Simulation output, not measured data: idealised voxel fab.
Proc. module: voxel released beams
Displayed cross-section: cut, width of 250 nm, square cells sized 5 nm.
In what follows, cross-sections appear as grids of square cells, described through bands that run from the top down, where every band is one or more rows of cells. Heights first: top, then bottom, in nm. Then materials, left to right, each with a width in nm. "full width" on a single material: fills the band edge to edge. "empty": empty space. A quick word on heights: they are counted from 0, and under that level the wafer as it came to us is one material throughout. The lowest band is different from the rest in having no bottom; it simply continues downward, written as in "0 -> down". Think of "30..40" as a width that walks from the first number to the second as you go down the band, top row to bottom row, taking equal-sized steps from row to row. Given "nothing got changed" for a step, no cell of the cross-section differs between before and after that step. The list in "Listed closed voids" covers empty spaces of 8 cells or more that cannot reach the top through any open way, and it gives each as width x height at distance; the distance is from the left edge, and width, height and distance are in nm. On a step's line, text after the settings is the simulator commenting on that step. On any step carrying a mask, the "overlay nm" setting, if present on the step's line, tells how far right of its planned place the mask lay; negative values point to the left.

BELOW IS THE LIST OF PLANNED PROCESS STEPS
1 op RECEIVE | material Si
2 op CONFORMAL_DEP | material Al2O3 | thk nm 5
3 op DIRECTIONAL_DEP | material SiO2 | thk nm 10
4 op PATTERN | tone open | mask id ANCHOR | material resist | width nm 30 | thk nm 15 | overlay nm 0
5 op DIRECTIONAL_ETCH | etch materials SiO2 | depth nm 10
6 op STRIP | etch materials resist
7 op CONFORMAL_DEP | material SiN | thk nm 10
8 op PATTERN | tone cover | mask id BEAM | material resist | width nm 100 | thk nm 15 | overlay nm 0
9 op DIRECTIONAL_ETCH | etch materials SiN | depth nm 10
10 op STRIP | etch materials resist
11 op STRIP | etch materials SiO2

DELIVERED WAFER IN CROSS-SECTION: STATE AFTER STEP 1
- 0 -> down = Si full width
- Listed closed voids: none

CROSS-SECTIONAL RESULT AFTER MODULE COMPLETION. NOTE: STARTING CONDITION AND PLAN ARE UNCHANGED FROM ABOVE; ONE PROCESSING MISTAKE WAS MADE
- 25 -> 15 = empty 70 nm / SiN 45 nm / empty 135 nm
- 15 -> 5 = empty 65 nm / SiN 10 nm / SiO2 30 nm / SiN 65 nm / empty 80 nm
- 5 -> 0 = Al2O3 full width
- 0 -> down = Si full width
- Listed closed voids: none
what went wrong: rather than as planned, step 4 actually ran as op PATTERN | tone cover | mask id ANCHOR | material resist | width nm 30 | thk nm 15 | overlay nm 0
